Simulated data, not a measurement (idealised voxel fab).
Process module name: voxel local oxidation
Cross-section cut spans 280 nm and uses square cells 5 nm in size.
For the purposes of this document, a cross-section shall be understood as a grid of square cells, specified as bands listed in top-to-bottom order, each band consisting of one or more rows of cells.
In this notation a band is specified by the heights of its top and bottom, in that order and in nm, after which its materials appear from left to right, each paired with its width in nm. The word "edge to edge" attached to a single material means that material fills the band from edge to edge; the word "empty" stands for empty space.
Heads up on the height convention: 0 is the point under which the incoming wafer is all one material, and the lowest band has no bottom, it just keeps going down, like "0 and below".
Read "30 to 40" as a graded width: first number on top, second number at the bottom, same change between each pair of neighbouring rows.
The designation "no alterations made", where it is given for a processing step, indicates that no cell of the cross-section was altered in the course of that step.
"Voids, enclosed" enumerates empty spaces isolated from the top, with no open way to it, that contain at least 8 cells, giving each as width x height at distance from the left edge, all three in nm.
Read whatever lies past the settings on a step's line as the simulator's own remark about the step.
When a step includes a mask, the "overlay nm" setting on its line states how far to the right of its planned place that mask lay, and negative values state how far to the left.
Steps in the process plan
1 RECEIVE [material Si]
2 CONFORMAL_DEP [material SiO2] [thk nm 5]
3 CONFORMAL_DEP [material SiN] [thk nm 15]
4 DIRECTIONAL_DEP [material aC] [thk nm 15]
5 PATTERN [tone cover] [mask id ACTIVE] [material resist] [width nm 125] [thk nm 30] [overlay nm 0]
6 DIRECTIONAL_ETCH [etch materials aC] [depth nm 15]
7 STRIP [etch materials resist]
8 DIRECTIONAL_ETCH [etch materials SiN] [depth nm 15]
9 STRIP [etch materials aC]
10 SELECTIVE_ETCH [etch materials SiO2] [depth nm 5]
11 OXIDIZE [depth nm 15]
12 STRIP [etch materials SiN]
Here's what the wafer looked like in cross-section when it arrived - that's after step 1
	0 and below  Si edge to edge
	Voids, enclosed: none
This is how the wafer looks in cross-section once the module is done, given the starting state and plan above and one mistake in carrying the plan out
	5 down to 0  80 of empty  115 of SiO2  85 of empty
	0 down to -25  105 of SiO2  65 of Si  110 of SiO2
	-25 and below  Si edge to edge
	Voids, enclosed: none
What broke from the plan during processing? step 11 was processed under conditions differing from the plan, specifically as OXIDIZE [depth nm 25]
